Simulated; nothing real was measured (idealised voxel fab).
voxel self aligned vias: a process module
Shown is cross-section cut, with a width of 300 nm and square cells of size 5 nm.
For the purposes of this document, a cross-section shall be understood as a grid of square cells, specified as bands listed in top-to-bottom order, each band consisting of one or more rows of cells.
Per band: top height and bottom height in nm, followed by the left-to-right materials and their widths in nm; "everywhere" marks a single material spanning edge to edge, "empty" marks empty space.
Height datum 0, below which the as-received substrate wafer is one material. Lowest band open at the bottom, running downward: "0 and below".
The expression "30->40" gives the width at the extremes of the band, the first number at its top row of cells and the second at its bottom row, with the width changing by equal amounts from each row to the next in between.
You'll sometimes find "no change occurred" written for a step, and that's the way of saying that nowhere in the cross-section did a cell change during that step.
Empty spaces without an open route to the top, at least 8 cells in extent, make up the entry "Completely sealed voids"; each is given as width x height at distance, where the distance is measured from the left edge, and all are in nm.
after a step's settings: what the simulator itself notes on the step
overlay nm: where the mask lay relative to plan, measured to the right, on steps with a mask; negatives go left.

THIS SECTION LISTS THE PROCESS STEPS THAT WERE PLANNED
| 1 | RECEIVE [material Si] |
| 2 | CONFORMAL_DEP [material SiO2] [thk nm 15] |
| 3 | CONFORMAL_DEP [material SiCN] [thk nm 5] |
| 4 | DIRECTIONAL_DEP [material lowk] [thk nm 30] |
| 5 | MASKED_ETCH [tone open] [mask id LINES] [width nm 20] [pitch nm 60] [etch materials lowk] [depth nm 30] [overlay nm 0] |
| 6 | CONFORMAL_DEP [material TiN] [thk nm 5] |
| 7 | FILL_DEP [material Ru] [thk nm 10] |
| 8 | CMP [height nm 50] |
| 9 | SELECTIVE_ETCH [etch materials W Ru TiN] [depth nm 5] |
| 10 | FILL_DEP [material SiN] [thk nm 10] |
| 11 | CMP [height nm 50] |
| 12 | DIRECTIONAL_DEP [material lowk] [thk nm 20] |
| 13 | MASKED_ETCH [tone open] [mask id VIAS] [width nm 30] [pitch nm 60] [etch materials lowk] [depth nm 20] [overlay nm 0] |
| 14 | MASKED_ETCH [tone open] [mask id VIAS] [width nm 30] [pitch nm 60] [etch materials SiN] [depth nm 5] [overlay nm 0] |
| 15 | CONFORMAL_DEP [material TiN] [thk nm 5] |
| 16 | FILL_DEP [material Cu] [thk nm 10] |
| 17 | CMP [height nm 70] |
| 18 | CONFORMAL_DEP [material SiN] [thk nm 5] |

THIS IS THE CROSS-SECTION OF THE WAFER AS WE RECEIVED IT, I.E. AFTER STEP 1
0 and below  Si everywhere
Completely sealed voids: none

THE FOLLOWING CROSS-SECTION DEPICTS THE WAFER UPON CONCLUSION OF THE MODULE. PROCESSING COMMENCED FROM THE STARTING CONDITION ILLUSTRATED ABOVE AND ADHERED TO THE PLAN ILLUSTRATED ABOVE, SAVE FOR ONE MISTAKE IN EXECUTION
75 down to 70  SiN everywhere
70 down to 55  lowk (75), TiN (5), Cu (20), TiN (5), lowk (30), TiN (5), Cu (20), TiN (5), lowk (30), TiN (5), Cu (20), TiN (5), lowk (75)
55 down to 50  lowk (75), TiN (30), lowk (30), TiN (30), lowk (30), TiN (30), lowk (75)
50 down to 20  SiO2 everywhere
20 down to 15  SiCN everywhere
15 down to 0  SiO2 everywhere
0 and below  Si everywhere
Completely sealed voids: none
Diagnosis: it should be noted that step 4 was executed with settings other than those planned, the operation and settings actually applied being DIRECTIONAL_DEP [material SiO2] [thk nm 30]
